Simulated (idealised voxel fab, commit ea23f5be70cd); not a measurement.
Presented below is a process module, voxel transistor to metal.
Square cell edge 5 nm, section width 280 nm, ID cut.
Just so we're on the same page, the cross-sections are grids of square cells, and they're listed out in bands top to bottom, each band one or more rows deep. Band entry format. Leading values: height of top, height of bottom, nm. Remainder: materials in left-to-right order, each with its width in nm. Special words: "full width" on a single material, which then fills the band edge to edge; "empty", empty space. The reference from which all heights are counted is 0, the level beneath which the as-received wafer is entirely one material; the lowest band, having no lower bound, proceeds downward and is written after the example "top 0, no bottom". You'd read "30 to 40" like this: the band's top row of cells is as wide as the first number, its bottom row is as wide as the second, and going down, every row changes width by the same amount as the row before did. The cross-section has no changed cell in any step marked "changes: none". This entry, "Enclosed void listing", enumerates those empty regions of no fewer than 8 cells that possess no open connection to the top. Each region is reported in the form width x height at distance, the distance being taken from the left edge, with all three quantities expressed in nm. What comes after the settings on a step's line is commentary from the simulator itself on that step. For masked steps, "overlay nm" on the step line gives how far right of plan the mask actually lay; a minus sign means it lay to the left. If you're wondering how to read the rest of this, here's the deal. It's pairs of cross-sections: one from before a process step, one from after it. The after one is only drawn as far down as the lowest band that changed. Right under each pair you'll see which step sits between them and what its settings were. Don't read the pairs as one continuous story, though. They can come from different runs of this module on the same starting wafer, and a pair only carries on from the one above it where its entry headed "Prior state" says so.
[Prior state]
	top 0, no bottom: Si full width
	Enclosed void listing: none
[Sectional Result]
	top 0, bottom -5: SiO2 full width
	Unchanged below -5.
	Enclosed void listing: none
the step between: OXIDIZE, depth nm 5
Prior state: carried over from the after image of the pair right above.
[Sectional Result]
	top 10, bottom 0: SiN full width
	Unchanged below 0.
	Enclosed void listing: none
the step between: CONFORMAL_DEP, material SiN, thk nm 10
Prior state: carried over from the after image of the pair right above.
[Sectional Result]
	top 10, bottom 0: empty 15, then SiN 110, then empty 30, then SiN 110, then empty 15
	Unchanged below 0.
	Enclosed void listing: none
the step between: MASKED_ETCH, tone cover, mask id ACTIVE, width nm 110, pitch nm 140, etch materials SiN, depth nm 10, overlay nm 0
Prior state: carried over from the after image of the pair right above.
[Sectional Result]
	top 10, bottom 0: empty 15, then SiN 110, then empty 30, then SiN 110, then empty 15
	top 0, bottom -5: empty 15, then SiO2 110, then empty 30, then SiO2 110, then empty 15
	Unchanged below -5.
	Enclosed void listing: none
the step between: MASKED_ETCH, tone cover, mask id ACTIVE, width nm 110, pitch nm 140, etch materials SiO2, depth nm 5, overlay nm 0
Prior state: carried over from the after image of the pair right above.
[Sectional Result]
	top 10, bottom 0: empty 15, then SiN 110, then empty 30, then SiN 110, then empty 15
	top 0, bottom -5: empty 15, then SiO2 110, then empty 30, then SiO2 110, then empty 15
	top -5, bottom -30: empty 15, then Si 110, then empty 30, then Si 110, then empty 15
	Unchanged below -30.
	Enclosed void listing: none
the step between: MASKED_ETCH, tone cover, mask id ACTIVE, width nm 110, pitch nm 140, etch materials Si, depth nm 25, overlay nm 0
Prior state: carried over from the after image of the pair right above.
[Sectional Result]
	top 25, bottom 10: SiO2 full width
	top 10, bottom 0: SiO2 15, then SiN 110, then SiO2 30, then SiN 110, then SiO2 15
	top 0, bottom -5: SiO2 full width
	top -5, bottom -30: SiO2 15, then Si 110, then SiO2 30, then Si 110, then SiO2 15
	Unchanged below -30.
	Enclosed void listing: none
the step between: FILL_DEP, material SiO2, thk nm 15
Prior state: carried over from the after image of the pair right above.
[Sectional Result]
	top 10, bottom 0: SiO2 15, then SiN 110, then SiO2 30, then SiN 110, then SiO2 15
	Unchanged below 0.
	Enclosed void listing: none
the step between: CMP, height nm 10
Prior state: carried over from the after image of the pair right above.
[Sectional Result]
	top 10, bottom 5: empty 15, then SiN 110, then empty 30, then SiN 110, then empty 15
	Unchanged below 5.
	Enclosed void listing: none
the step between: SELECTIVE_ETCH, etch materials SiO2, depth nm 5
Prior state: carried over from the after image of the pair right above.
[Sectional Result]
	top 5, bottom 0: SiO2 15, then empty 110, then SiO2 30, then empty 110, then SiO2 15
	Unchanged below 0.
	Enclosed void listing: none
the step between: STRIP, etch materials SiN
Prior state: carried over from the after image of the pair right above.
[Sectional Result]
	top 0, bottom -5: SiO2 10, then empty 120, then SiO2 20, then empty 120, then SiO2 10
	Unchanged below -5.
	Enclosed void listing: none
the step between: SELECTIVE_ETCH, etch materials SiO2, depth nm 5
Prior state: carried over from the after image of the pair right above.
[Sectional Result]
	top 0, bottom -5: SiO2 10, then empty 120, then SiO2 20, then empty 120, then SiO2 10
	top -5, bottom -10: SiO2 full width
	Unchanged below -10.
	Enclosed void listing: none
the step between: OXIDIZE, depth nm 5
Prior state: carried over from the after image of the pair right above.
[Sectional Result]
	top 20, bottom 15: polySi 10, then empty 120, then polySi 20, then empty 120, then polySi 10
	top 15, bottom 0: polySi full width
	top 0, bottom -5: SiO2 10, then polySi 120, then SiO2 20, then polySi 120, then SiO2 10
	Unchanged below -5.
	Enclosed void listing: none
the step between: DIRECTIONAL_DEP, material polySi, thk nm 20
Prior state: carried over from the after image of the pair right above.
[Sectional Result]
	top 35, bottom 30: SiCN 10, then empty 120, then SiCN 20, then empty 120, then SiCN 10
	top 30, bottom 20: SiCN full width
	top 20, bottom 15: polySi 10, then SiCN 120, then polySi 20, then SiCN 120, then polySi 10
	Unchanged below 15.
	Enclosed void listing: none
the step between: DIRECTIONAL_DEP, material SiCN, thk nm 15
Prior state: carried over from the after image of the pair right above.
[Sectional Result]
	top 45, bottom 40: aC 10, then empty 120, then aC 20, then empty 120, then aC 10
	top 40, bottom 35: aC full width
	top 35, bottom 30: SiCN 10, then aC 120, then SiCN 20, then aC 120, then SiCN 10
	Unchanged below 30.
	Enclosed void listing: none
the step between: DIRECTIONAL_DEP, material aC, thk nm 10
Prior state: carried over from the after image of the pair right above.
[Sectional Result]
	top 75, bottom 45: empty 55, then resist 30, then empty 110, then resist 30, then empty 55
	top 45, bottom 40: aC 10, then empty 45, then resist 30, then empty 45, then aC 20, then empty 45, then resist 30, then empty 45, then aC 10
	Unchanged below 40.
	Enclosed void listing: none
the step between: PATTERN, tone cover, mask id GATE, material resist, width nm 30, pitch nm 140, thk nm 30, overlay nm 0
Prior state: carried over from the after image of the pair right above.
[Sectional Result]
	top 65, bottom 40: empty 55, then resist 30, then empty 110, then resist 30, then empty 55
	top 40, bottom 35: empty 55, then aC 30, then empty 110, then aC 30, then empty 55
	top 35, bottom 30: SiCN 10, then empty 45, then aC 30, then empty 45, then SiCN 20, then empty 45, then aC 30, then empty 45, then SiCN 10
	Unchanged below 30.
	Enclosed void listing: none
the step between: DIRECTIONAL_ETCH, etch materials aC, depth nm 10
Prior state: carried over from the after image of the pair right above.
[Sectional Result]
	top 40, bottom 35: empty 55, then aC 30, then empty 110, then aC 30, then empty 55
	Unchanged below 35.
	Enclosed void listing: none
the step between: STRIP, etch materials resist
Prior state: carried over from the after image of the pair right above.
[Sectional Result]
	top 40, bottom 30: empty 55, then aC 30, then empty 110, then aC 30, then empty 55
	top 30, bottom 20: empty 55, then SiCN 30, then empty 110, then SiCN 30, then empty 55
	top 20, bottom 15: polySi 10, then empty 45, then SiCN 30, then empty 45, then polySi 20, then empty 45, then SiCN 30, then empty 45, then polySi 10
	Unchanged below 15.
	Enclosed void listing: none
the step between: DIRECTIONAL_ETCH, etch materials SiCN, depth nm 25
Prior state: carried over from the after image of the pair right above.
[Sectional Result]
	top 40, bottom 30: empty 55, then aC 30, then empty 110, then aC 30, then empty 55
	top 30, bottom 15: empty 55, then SiCN 30, then empty 110, then SiCN 30, then empty 55
	top 15, bottom 0: empty 55, then polySi 30, then empty 110, then polySi 30, then empty 55
	top 0, bottom -5: SiO2 10, then empty 45, then polySi 30, then empty 45, then SiO2 20, then empty 45, then polySi 30, then empty 45, then SiO2 10
	Unchanged below -5.
	Enclosed void listing: none
the step between: DIRECTIONAL_ETCH, etch materials polySi, depth nm 30
Prior state: carried over from the after image of the pair right above.
[Sectional Result]
	top 30, bottom 15: empty 55, then SiCN 30, then empty 110, then SiCN 30, then empty 55
	Unchanged below 15.
	Enclosed void listing: none
the step between: STRIP, etch materials aC
Prior state: carried over from the after image of the pair right above.
[Sectional Result]
	top 40, bottom 30: empty 45, then SiN 50, then empty 90, then SiN 50, then empty 45
	top 30, bottom 15: empty 45, then SiN 10, then SiCN 30, then SiN 10, then empty 90, then SiN 10, then SiCN 30, then SiN 10, then empty 45
	top 15, bottom 10: empty 45, then SiN 10, then polySi 30, then SiN 10, then empty 90, then SiN 10, then polySi 30, then SiN 10, then empty 45
	top 10, bottom 5: SiN 20, then empty 25, then SiN 10, then polySi 30, then SiN 10, then empty 25, then SiN 40, then empty 25, then SiN 10, then polySi 30, then SiN 10, then empty 25, then SiN 20
	top 5, bottom 0: SiN 55, then polySi 30, then SiN 110, then polySi 30, then SiN 55
	top 0, bottom -5: SiO2 10, then SiN 45, then polySi 30, then SiN 45, then SiO2 20, then SiN 45, then polySi 30, then SiN 45, then SiO2 10
	Unchanged below -5.
	Enclosed void listing: none
the step between: CONFORMAL_DEP, material SiN, thk nm 10
Prior state: carried over from the after image of the pair right above.
[Sectional Result]
	top 30, bottom 15: empty 45, then SiN 10, then SiCN 30, then SiN 10, then empty 90, then SiN 10, then SiCN 30, then SiN 10, then empty 45
	top 15, bottom 0: empty 45, then SiN 10, then polySi 30, then SiN 10, then empty 90, then SiN 10, then polySi 30, then SiN 10, then empty 45
	top 0, bottom -5: SiO2 10, then SiN 10, then empty 25, then SiN 10, then polySi 30, then SiN 10, then empty 25, then SiN 10, then SiO2 20, then SiN 10, then empty 25, then SiN 10, then polySi 30, then SiN 10, then empty 25, then SiN 10, then SiO2 10
	Unchanged below -5.
	Enclosed void listing: none
the step between: DIRECTIONAL_ETCH, etch materials SiN, depth nm 10
Prior state: carried over from the after image of the pair right above.
[Sectional Result]
	top 30, bottom 15: empty 45, then SiN 10, then SiCN 30, then SiN 10, then empty 90, then SiN 10, then SiCN 30, then SiN 10, then empty 45
	top 15, bottom 0: empty 45, then SiN 10, then polySi 30, then SiN 10, then empty 90, then SiN 10, then polySi 30, then SiN 10, then empty 45
	top 0, bottom -5: empty 10, then SiN 10, then empty 25, then SiN 10, then polySi 30, then SiN 10, then empty 25, then SiN 10, then empty 20, then SiN 10, then empty 25, then SiN 10, then polySi 30, then SiN 10, then empty 25, then SiN 10, then empty 10
	top -5, bottom -10: SiO2 20, then empty 25, then SiO2 50, then empty 25, then SiO2 40, then empty 25, then SiO2 50, then empty 25, then SiO2 20
	Unchanged below -10.
	Enclosed void listing: none
the step between: DIRECTIONAL_ETCH, etch materials SiO2, depth nm 5
Prior state: carried over from the after image of the pair right above.
[Sectional Result]
	top 30, bottom 15: empty 45, then SiN 10, then SiCN 30, then SiN 10, then empty 90, then SiN 10, then SiCN 30, then SiN 10, then empty 45
	top 15, bottom 0: empty 45, then SiN 10, then polySi 30, then SiN 10, then empty 90, then SiN 10, then polySi 30, then SiN 10, then empty 45
	top 0, bottom -5: empty 10, then SiN 10, then empty 25, then SiN 10, then polySi 30, then SiN 10, then empty 25, then SiN 10, then empty 20, then SiN 10, then empty 25, then SiN 10, then polySi 30, then SiN 10, then empty 25, then SiN 10, then empty 10
	top -5, bottom -10: SiO2 20, then empty 25, then SiO2 50, then empty 25, then SiO2 40, then empty 25, then SiO2 50, then empty 25, then SiO2 20
	top -10, bottom -15: SiO2 15, then Si 5, then empty 25, then Si 50, then empty 25, then Si 5, then SiO2 30, then Si 5, then empty 25, then Si 50, then empty 25, then Si 5, then SiO2 15
	Unchanged below -15.
	Enclosed void listing: none
the step between: DIRECTIONAL_ETCH, etch materials Si, depth nm 5
Prior state: carried over from the after image of the pair right above.
[Sectional Result]
	top 30, bottom 15: empty 45, then SiN 10, then SiCN 30, then SiN 10, then empty 90, then SiN 10, then SiCN 30, then SiN 10, then empty 45
	top 15, bottom 0: empty 45, then SiN 10, then polySi 30, then SiN 10, then empty 90, then SiN 10, then polySi 30, then SiN 10, then empty 45
	top 0, bottom -5: empty 10, then SiN 10, then empty 25, then SiN 10, then polySi 30, then SiN 10, then empty 25, then SiN 10, then empty 20, then SiN 10, then empty 25, then SiN 10, then polySi 30, then SiN 10, then empty 25, then SiN 10, then empty 10
	top -5, bottom -10: SiO2 20, then pSi 5, then empty 15, then pSi 5, then SiO2 50, then pSi 5, then empty 15, then pSi 5, then SiO2 40, then pSi 5, then empty 15, then pSi 5, then SiO2 50, then pSi 5, then empty 15, then pSi 5, then SiO2 20
	top -10, bottom -15: SiO2 15, then Si 5, then pSi 25, then Si 50, then pSi 25, then Si 5, then SiO2 30, then Si 5, then pSi 25, then Si 50, then pSi 25, then Si 5, then SiO2 15
	Unchanged below -15.
	Enclosed void listing: none
the step between: EPI, material pSi, thk nm 5
Prior state: carried over from the after image of the pair right above.
[Sectional Result]
	top 35, bottom 30: SiO2 full width
	top 30, bottom 15: SiO2 45, then SiN 10, then SiCN 30, then SiN 10, then SiO2 90, then SiN 10, then SiCN 30, then SiN 10, then SiO2 45
	top 15, bottom 0: SiO2 45, then SiN 10, then polySi 30, then SiN 10, then SiO2 90, then SiN 10, then polySi 30, then SiN 10, then SiO2 45
	top 0, bottom -5: SiO2 10, then SiN 10, then SiO2 25, then SiN 10, then polySi 30, then SiN 10, then SiO2 25, then SiN 10, then SiO2 20, then SiN 10, then SiO2 25, then SiN 10, then polySi 30, then SiN 10, then SiO2 25, then SiN 10, then SiO2 10
	top -5, bottom -10: SiO2 20, then pSi 5, then SiO2 15, then pSi 5, then SiO2 50, then pSi 5, then SiO2 15, then pSi 5, then SiO2 40, then pSi 5, then SiO2 15, then pSi 5, then SiO2 50, then pSi 5, then SiO2 15, then pSi 5, then SiO2 20
	Unchanged below -10.
	Enclosed void listing: none
the step between: FILL_DEP, material SiO2, thk nm 5
Prior state: carried over from the after image of the pair right above.
[Sectional Result]
	top 15, bottom 0: SiO2 45, then SiN 10, then polySi 30, then SiN 10, then SiO2 90, then SiN 10, then polySi 30, then SiN 10, then SiO2 45
	Unchanged below 0.
	Enclosed void listing: none
the step between: CMP, height nm 15
Prior state: carried over from the after image of the pair right above.
[Sectional Result]
	top 15, bottom 0: SiO2 45, then SiN 10, then empty 30, then SiN 10, then SiO2 90, then SiN 10, then empty 30, then SiN 10, then SiO2 45
	top 0, bottom -5: SiO2 10, then SiN 10, then SiO2 25, then SiN 10, then empty 30, then SiN 10, then SiO2 25, then SiN 10, then SiO2 20, then SiN 10, then SiO2 25, then SiN 10, then empty 30, then SiN 10, then SiO2 25, then SiN 10, then SiO2 10
	Unchanged below -5.
	Enclosed void listing: none
the step between: STRIP, etch materials polySi
Prior state: carried over from the after image of the pair right above.
[Sectional Result]
	top 15, bottom 10: empty 45, then SiN 10, then empty 30, then SiN 10, then empty 90, then SiN 10, then empty 30, then SiN 10, then empty 45
	top 10, bottom 0: SiO2 45, then SiN 10, then empty 30, then SiN 10, then SiO2 90, then SiN 10, then empty 30, then SiN 10, then SiO2 45
	top 0, bottom -5: SiO2 10, then SiN 10, then SiO2 25, then SiN 10, then empty 30, then SiN 10, then SiO2 25, then SiN 10, then SiO2 20, then SiN 10, then SiO2 25, then SiN 10, then empty 30, then SiN 10, then SiO2 25, then SiN 10, then SiO2 10
	top -5, bottom -10: SiO2 20, then pSi 5, then SiO2 15, then pSi 5, then SiO2 5, then empty 40, then SiO2 5, then pSi 5, then SiO2 15, then pSi 5, then SiO2 40, then pSi 5, then SiO2 15, then pSi 5, then SiO2 5, then empty 40, then SiO2 5, then pSi 5, then SiO2 15, then pSi 5, then SiO2 20
	Unchanged below -10.
	Enclosed void listing: none
the step between: SELECTIVE_ETCH, etch materials SiO2, depth nm 5
Prior state: carried over from the after image of the pair right above.
[Sectional Result]
	top 20, bottom 15: empty 40, then HfO2 20, then empty 20, then HfO2 20, then empty 80, then HfO2 20, then empty 20, then HfO2 20, then empty 40
	top 15, bottom 10: HfO2 45, then SiN 10, then HfO2 5, then empty 20, then HfO2 5, then SiN 10, then HfO2 90, then SiN 10, then HfO2 5, then empty 20, then HfO2 5, then SiN 10, then HfO2 45
	top 10, bottom 0: SiO2 45, then SiN 10, then HfO2 5, then empty 20, then HfO2 5, then SiN 10, then SiO2 90, then SiN 10, then HfO2 5, then empty 20, then HfO2 5, then SiN 10, then SiO2 45
	top 0, bottom -5: SiO2 10, then SiN 10, then SiO2 25, then SiN 10, then HfO2 5, then empty 20, then HfO2 5, then SiN 10, then SiO2 25, then SiN 10, then SiO2 20, then SiN 10, then SiO2 25, then SiN 10, then HfO2 5, then empty 20, then HfO2 5, then SiN 10, then SiO2 25, then SiN 10, then SiO2 10
	top -5, bottom -10: SiO2 20, then pSi 5, then SiO2 15, then pSi 5, then SiO2 5, then HfO2 40, then SiO2 5, then pSi 5, then SiO2 15, then pSi 5, then SiO2 40, then pSi 5, then SiO2 15, then pSi 5, then SiO2 5, then HfO2 40, then SiO2 5, then pSi 5, then SiO2 15, then pSi 5, then SiO2 20
	Unchanged below -10.
	Enclosed void listing: none
the step between: CONFORMAL_DEP, material HfO2, thk nm 5
Prior state: carried over from the after image of the pair right above.
[Sectional Result]
	top 25, bottom 20: empty 35, then TiN 30, then empty 10, then TiN 30, then empty 70, then TiN 30, then empty 10, then TiN 30, then empty 35
	top 20, bottom 15: TiN 40, then HfO2 20, then TiN 5, then empty 10, then TiN 5, then HfO2 20, then TiN 80, then HfO2 20, then TiN 5, then empty 10, then TiN 5, then HfO2 20, then TiN 40
	top 15, bottom 10: HfO2 45, then SiN 10, then HfO2 5, then TiN 5, then empty 10, then TiN 5, then HfO2 5, then SiN 10, then HfO2 90, then SiN 10, then HfO2 5, then TiN 5, then empty 10, then TiN 5, then HfO2 5, then SiN 10, then HfO2 45
	top 10, bottom 0: SiO2 45, then SiN 10, then HfO2 5, then TiN 5, then empty 10, then TiN 5, then HfO2 5, then SiN 10, then SiO2 90, then SiN 10, then HfO2 5, then TiN 5, then empty 10, then TiN 5, then HfO2 5, then SiN 10, then SiO2 45
	top 0, bottom -5: SiO2 10, then SiN 10, then SiO2 25, then SiN 10, then HfO2 5, then TiN 20, then HfO2 5, then SiN 10, then SiO2 25, then SiN 10, then SiO2 20, then SiN 10, then SiO2 25, then SiN 10, then HfO2 5, then TiN 20, then HfO2 5, then SiN 10, then SiO2 25, then SiN 10, then SiO2 10
	Unchanged below -5.
	Enclosed void listing: none
the step between: CONFORMAL_DEP, material TiN, thk nm 5
Prior state: carried over from the after image of the pair right above.
[Sectional Result]
	top 30, bottom 25: W full width
	top 25, bottom 20: W 35, then TiN 30, then W 10, then TiN 30, then W 70, then TiN 30, then W 10, then TiN 30, then W 35
	top 20, bottom 15: TiN 40, then HfO2 20, then TiN 5, then W 10, then TiN 5, then HfO2 20, then TiN 80, then HfO2 20, then TiN 5, then W 10, then TiN 5, then HfO2 20, then TiN 40
	top 15, bottom 10: HfO2 45, then SiN 10, then HfO2 5, then TiN 5, then W 10, then TiN 5, then HfO2 5, then SiN 10, then HfO2 90, then SiN 10, then HfO2 5, then TiN 5, then W 10, then TiN 5, then HfO2 5, then SiN 10, then HfO2 45
	top 10, bottom 0: SiO2 45, then SiN 10, then HfO2 5, then TiN 5, then W 10, then TiN 5, then HfO2 5, then SiN 10, then SiO2 90, then SiN 10, then HfO2 5, then TiN 5, then W 10, then TiN 5, then HfO2 5, then SiN 10, then SiO2 45
	Unchanged below 0.
	Enclosed void listing: none
the step between: FILL_DEP, material W, thk nm 5
Prior state: carried over from the after image of the pair right above.
[Sectional Result]
	top 10, bottom 0: SiO2 45, then SiN 10, then HfO2 5, then TiN 5, then W 10, then TiN 5, then HfO2 5, then SiN 10, then SiO2 90, then SiN 10, then HfO2 5, then TiN 5, then W 10, then TiN 5, then HfO2 5, then SiN 10, then SiO2 45
	Unchanged below 0.
	Enclosed void listing: none
the step between: CMP, height nm 10
Prior state: carried over from the after image of the pair right above.
[Sectional Result]
	top 25, bottom 10: SiO2 full width
	Unchanged below 10.
	Enclosed void listing: none
the step between: DIRECTIONAL_DEP, material SiO2, thk nm 15
Prior state: carried over from the after image of the pair right above.
[Sectional Result]
	top 35, bottom 25: aC full width
	Unchanged below 25.
	Enclosed void listing: none
the step between: DIRECTIONAL_DEP, material aC, thk nm 10
Prior state: carried over from the after image of the pair right above.
[Sectional Result]
	top 60, bottom 35: resist 20, then empty 20, then resist 60, then empty 20, then resist 40, then empty 20, then resist 60, then empty 20, then resist 20
	Unchanged below 35.
	Enclosed void listing: none
the step between: PATTERN, tone open, mask id CONTACT, material resist, width nm 20, thk nm 25, overlay nm 0
Prior state: carried over from the after image of the pair right above.
[Sectional Result]
	top 50, bottom 35: resist 20, then empty 20, then resist 60, then empty 20, then resist 40, then empty 20, then resist 60, then empty 20, then resist 20
	top 35, bottom 25: aC 20, then empty 20, then aC 60, then empty 20, then aC 40, then empty 20, then aC 60, then empty 20, then aC 20
	Unchanged below 25.
	Enclosed void listing: none
the step between: DIRECTIONAL_ETCH, etch materials aC, depth nm 10
Prior state: carried over from the after image of the pair right above.
[Sectional Result]
	top 35, bottom 25: aC 20, then empty 20, then aC 60, then empty 20, then aC 40, then empty 20, then aC 60, then empty 20, then aC 20
	Unchanged below 25.
	Enclosed void listing: none
the step between: STRIP, etch materials resist
Prior state: carried over from the after image of the pair right above.
[Sectional Result]
	top 35, bottom 25: aC 20, then empty 20, then aC 60, then empty 20, then aC 40, then empty 20, then aC 60, then empty 20, then aC 20
	top 25, bottom 10: SiO2 20, then empty 20, then SiO2 60, then empty 20, then SiO2 40, then empty 20, then SiO2 60, then empty 20, then SiO2 20
	top 10, bottom 0: SiO2 20, then empty 20, then SiO2 5, then SiN 10, then HfO2 5, then TiN 5, then W 10, then TiN 5, then HfO2 5, then SiN 10, then SiO2 5, then empty 20, then SiO2 40, then empty 20, then SiO2 5, then SiN 10, then HfO2 5, then TiN 5, then W 10, then TiN 5, then HfO2 5, then SiN 10, then SiO2 5, then empty 20, then SiO2 20
	top 0, bottom -5: SiO2 10, then SiN 10, then empty 20, then SiO2 5, then SiN 10, then HfO2 5, then TiN 20, then HfO2 5, then SiN 10, then SiO2 5, then empty 20, then SiN 10, then SiO2 20, then SiN 10, then empty 20, then SiO2 5, then SiN 10, then HfO2 5, then TiN 20, then HfO2 5, then SiN 10, then SiO2 5, then empty 20, then SiN 10, then SiO2 10
	top -5, bottom -10: SiO2 20, then pSi 5, then empty 15, then pSi 5, then SiO2 5, then HfO2 40, then SiO2 5, then pSi 5, then empty 15, then pSi 5, then SiO2 40, then pSi 5, then empty 15, then pSi 5, then SiO2 5, then HfO2 40, then SiO2 5, then pSi 5, then empty 15, then pSi 5, then SiO2 20
	Unchanged below -10.
	Enclosed void listing: none
the step between: DIRECTIONAL_ETCH, etch materials SiO2, depth nm 35
Prior state: carried over from the after image of the pair right above.
[Sectional Result]
	top 25, bottom 10: SiO2 20, then empty 20, then SiO2 60, then empty 20, then SiO2 40, then empty 20, then SiO2 60, then empty 20, then SiO2 20
	Unchanged below 10.
	Enclosed void listing: none
the step between: STRIP, etch materials aC
Prior state: carried over from the after image of the pair right above.
[Sectional Result]
	top 30, bottom 25: TiN 25, then empty 10, then TiN 70, then empty 10, then TiN 50, then empty 10, then TiN 70, then empty 10, then TiN 25
	top 25, bottom 10: SiO2 20, then TiN 5, then empty 10, then TiN 5, then SiO2 60, then TiN 5, then empty 10, then TiN 5, then SiO2 40, then TiN 5, then empty 10, then TiN 5, then SiO2 60, then TiN 5, then empty 10, then TiN 5, then SiO2 20
	top 10, bottom 0: SiO2 20, then TiN 5, then empty 10, then TiN 5, then SiO2 5, then SiN 10, then HfO2 5, then TiN 5, then W 10, then TiN 5, then HfO2 5, then SiN 10, then SiO2 5, then TiN 5, then empty 10, then TiN 5, then SiO2 40, then TiN 5, then empty 10, then TiN 5, then SiO2 5, then SiN 10, then HfO2 5, then TiN 5, then W 10, then TiN 5, then HfO2 5, then SiN 10, then SiO2 5, then TiN 5, then empty 10, then TiN 5, then SiO2 20
	top 0, bottom -5: SiO2 10, then SiN 10, then TiN 10, then empty 5, then TiN 5, then SiO2 5, then SiN 10, then HfO2 5, then TiN 20, then HfO2 5, then SiN 10, then SiO2 5, then TiN 5, then empty 5, then TiN 10, then SiN 10, then SiO2 20, then SiN 10, then TiN 10, then empty 5, then TiN 5, then SiO2 5, then SiN 10, then HfO2 5, then TiN 20, then HfO2 5, then SiN 10, then SiO2 5, then TiN 5, then empty 5, then TiN 10, then SiN 10, then SiO2 10
	top -5, bottom -10: SiO2 20, then pSi 5, then TiN 15, then pSi 5, then SiO2 5, then HfO2 40, then SiO2 5, then pSi 5, then TiN 15, then pSi 5, then SiO2 40, then pSi 5, then TiN 15, then pSi 5, then SiO2 5, then HfO2 40, then SiO2 5, then pSi 5, then TiN 15, then pSi 5, then SiO2 20
	Unchanged below -10.
	Enclosed void listing: none
the step between: CONFORMAL_DEP, material TiN, thk nm 5
Prior state: carried over from the after image of the pair right above.
[Sectional Result]
	top 40, bottom 30: W full width
	top 30, bottom 25: TiN 25, then W 10, then TiN 70, then W 10, then TiN 50, then W 10, then TiN 70, then W 10, then TiN 25
	top 25, bottom 10: SiO2 20, then TiN 5, then W 10, then TiN 5, then SiO2 60, then TiN 5, then W 10, then TiN 5, then SiO2 40, then TiN 5, then W 10, then TiN 5, then SiO2 60, then TiN 5, then W 10, then TiN 5, then SiO2 20
	top 10, bottom 0: SiO2 20, then TiN 5, then W 10, then TiN 5, then SiO2 5, then SiN 10, then HfO2 5, then TiN 5, then W 10, then TiN 5, then HfO2 5, then SiN 10, then SiO2 5, then TiN 5, then W 10, then TiN 5, then SiO2 40, then TiN 5, then W 10, then TiN 5, then SiO2 5, then SiN 10, then HfO2 5, then TiN 5, then W 10, then TiN 5, then HfO2 5, then SiN 10, then SiO2 5, then TiN 5, then W 10, then TiN 5, then SiO2 20
	top 0, bottom -5: SiO2 10, then SiN 10, then TiN 10, then W 5, then TiN 5, then SiO2 5, then SiN 10, then HfO2 5, then TiN 20, then HfO2 5, then SiN 10, then SiO2 5, then TiN 5, then W 5, then TiN 10, then SiN 10, then SiO2 20, then SiN 10, then TiN 10, then W 5, then TiN 5, then SiO2 5, then SiN 10, then HfO2 5, then TiN 20, then HfO2 5, then SiN 10, then SiO2 5, then TiN 5, then W 5, then TiN 10, then SiN 10, then SiO2 10
	Unchanged below -5.
	Enclosed void listing: none
the step between: FILL_DEP, material W, thk nm 10
Prior state: carried over from the after image of the pair right above.
[Sectional Result]
	top 25, bottom 10: SiO2 20, then TiN 5, then W 10, then TiN 5, then SiO2 60, then TiN 5, then W 10, then TiN 5, then SiO2 40, then TiN 5, then W 10, then TiN 5, then SiO2 60, then TiN 5, then W 10, then TiN 5, then SiO2 20
	Unchanged below 10.
	Enclosed void listing: none
the step between: CMP, height nm 25
Prior state: carried over from the after image of the pair right above.
[Sectional Result]
	top 30, bottom 25: SiN full width
	Unchanged below 25.
	Enclosed void listing: none
the step between: CONFORMAL_DEP, material SiN, thk nm 5
Prior state: carried over from the after image of the pair right above.
[Sectional Result]
	top 50, bottom 30: SiO2 full width
	Unchanged below 30.
	Enclosed void listing: none
the step between: DIRECTIONAL_DEP, material SiO2, thk nm 20
Prior state: carried over from the after image of the pair right above.
[Sectional Result]
	top 65, bottom 50: aC full width
	Unchanged below 50.
	Enclosed void listing: none
the step between: DIRECTIONAL_DEP, material aC, thk nm 15
Prior state: carried over from the after image of the pair right above.
[Sectional Result]
	top 100, bottom 65: resist 20, then empty 20, then resist 60, then empty 20, then resist 40, then empty 20, then resist 60, then empty 20, then resist 20
	Unchanged below 65.
	Enclosed void listing: none
the step between: PATTERN, tone open, mask id METAL_1, material resist, width nm 20, thk nm 35, overlay nm 0
Prior state: carried over from the after image of the pair right above.
[Sectional Result]
	top 85, bottom 65: resist 20, then empty 20, then resist 60, then empty 20, then resist 40, then empty 20, then resist 60, then empty 20, then resist 20
	top 65, bottom 50: aC 20, then empty 20, then aC 60, then empty 20, then aC 40, then empty 20, then aC 60, then empty 20, then aC 20
	Unchanged below 50.
	Enclosed void listing: none
the step between: DIRECTIONAL_ETCH, etch materials aC, depth nm 15
Prior state: carried over from the after image of the pair right above.
[Sectional Result]
	top 65, bottom 50: aC 20, then empty 20, then aC 60, then empty 20, then aC 40, then empty 20, then aC 60, then empty 20, then aC 20
	Unchanged below 50.
	Enclosed void listing: none
the step between: STRIP, etch materials resist
Prior state: carried over from the after image of the pair right above.
[Sectional Result]
	top 65, bottom 50: aC 20, then empty 20, then aC 60, then empty 20, then aC 40, then empty 20, then aC 60, then empty 20, then aC 20
	top 50, bottom 30: SiO2 20, then empty 20, then SiO2 60, then empty 20, then SiO2 40, then empty 20, then SiO2 60, then empty 20, then SiO2 20
	Unchanged below 30.
	Enclosed void listing: none
the step between: DIRECTIONAL_ETCH, etch materials SiO2, depth nm 20
Prior state: carried over from the after image of the pair right above.
[Sectional Result]
	top 65, bottom 50: aC 20, then empty 20, then aC 60, then empty 20, then aC 40, then empty 20, then aC 60, then empty 20, then aC 20
	top 50, bottom 30: SiO2 20, then empty 20, then SiO2 60, then empty 20, then SiO2 40, then empty 20, then SiO2 60, then empty 20, then SiO2 20
	top 30, bottom 25: SiN 20, then empty 20, then SiN 60, then empty 20, then SiN 40, then empty 20, then SiN 60, then empty 20, then SiN 20
	Unchanged below 25.
	Enclosed void listing: none
the step between: DIRECTIONAL_ETCH, etch materials SiN, depth nm 5
Prior state: carried over from the after image of the pair right above.
[Sectional Result]
	top 50, bottom 30: SiO2 20, then empty 20, then SiO2 60, then empty 20, then SiO2 40, then empty 20, then SiO2 60, then empty 20, then SiO2 20
	Unchanged below 30.
	Enclosed void listing: none
the step between: STRIP, etch materials aC
Prior state: carried over from the after image of the pair right above.
[Sectional Result]
	top 55, bottom 50: TiN 25, then empty 10, then TiN 70, then empty 10, then TiN 50, then empty 10, then TiN 70, then empty 10, then TiN 25
	top 50, bottom 30: SiO2 20, then TiN 5, then empty 10, then TiN 5, then SiO2 60, then TiN 5, then empty 10, then TiN 5, then SiO2 40, then TiN 5, then empty 10, then TiN 5, then SiO2 60, then TiN 5, then empty 10, then TiN 5, then SiO2 20
	top 30, bottom 25: SiN 20, then TiN 20, then SiN 60, then TiN 20, then SiN 40, then TiN 20, then SiN 60, then TiN 20, then SiN 20
	Unchanged below 25.
	Enclosed void listing: none
the step between: CONFORMAL_DEP, material TiN, thk nm 5
